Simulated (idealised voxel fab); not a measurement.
Presented below is a process module, voxel double patterning.
Section cut is 195 nm wide and gridded with 5 nm square cells.
Think of the cross-section as a grid of square cells. We describe it in bands, top to bottom, and each band covers one or more rows of those cells.
Band: top and bottom heights (nm) first, top before bottom; then materials from left to right, widths in nm. "all across" marks a sole material filling the band edge to edge. "air" denotes empty space.
Height reference: 0 = level under which incoming wafer is all one material. Lowest band: no bottom, runs on downward, e.g. "top 0, no bottom".
Per-row width for "30->40": begins at first number (top row of band), ends at second number (bottom row), increment between rows held constant.
A step reported as "remains unaltered" is a step in which no cell of the cross-section changed.
In "Internal closed voids" the enclosed voids are listed, meaning empty spaces of 8 cells or larger without any opening to the top. The form is width x height at distance, distance from the left edge, units nm.
Formally, on a step line, whatever follows the settings is a remark that the simulator itself makes on the step.
overlay nm: right-of-plan distance of the mask on a masked step; negative values mean left-of-plan.
[Listed below are the process steps as planned]
| 1 | RECEIVE | material Si |
| 2 | CONFORMAL_DEP | material SiO2 | thk nm 5 |
| 3 | DIRECTIONAL_DEP | material polySi | thk nm 20 |
| 4 | DIRECTIONAL_DEP | material SiN | thk nm 5 |
| 5 | DIRECTIONAL_DEP | material aC | thk nm 10 |
| 6 | PATTERN | tone open | mask id FIRST | material resist | width nm 15 | pitch nm 50 | thk nm 30 | overlay nm 0 |
| 7 | DIRECTIONAL_ETCH | etch materials aC | depth nm 10 |
| 8 | STRIP | etch materials resist |
| 9 | DIRECTIONAL_ETCH | etch materials SiN | depth nm 5 |
| 10 | STRIP | etch materials aC |
| 11 | PATTERN | tone open | mask id SECOND | material resist | width nm 15 | thk nm 20 | overlay nm 0 |
| 12 | DIRECTIONAL_ETCH | etch materials SiN | depth nm 5 |
| 13 | STRIP | etch materials resist |
| 14 | DIRECTIONAL_ETCH | etch materials polySi | depth nm 20 |
| 15 | STRIP | etch materials SiN |
[Cross-section of the incoming wafer, state after step 1]
* top 0, no bottom = Si all across
* Internal closed voids: none
[Post-module cross-section: identical start and plan to those above, one misstep in execution]
* top 25, bottom 5 = air 65  polySi 15  air 35  polySi 15  air 65
* top 5, bottom 0 = SiO2 all across
* top 0, no bottom = Si all across
* Internal closed voids: none
What was done differently from what was planned? step 6 ran differently from the plan; actual operation with settings: PATTERN | tone cover | mask id FIRST | material resist | width nm 15 | pitch nm 50 | thk nm 30 | overlay nm 0
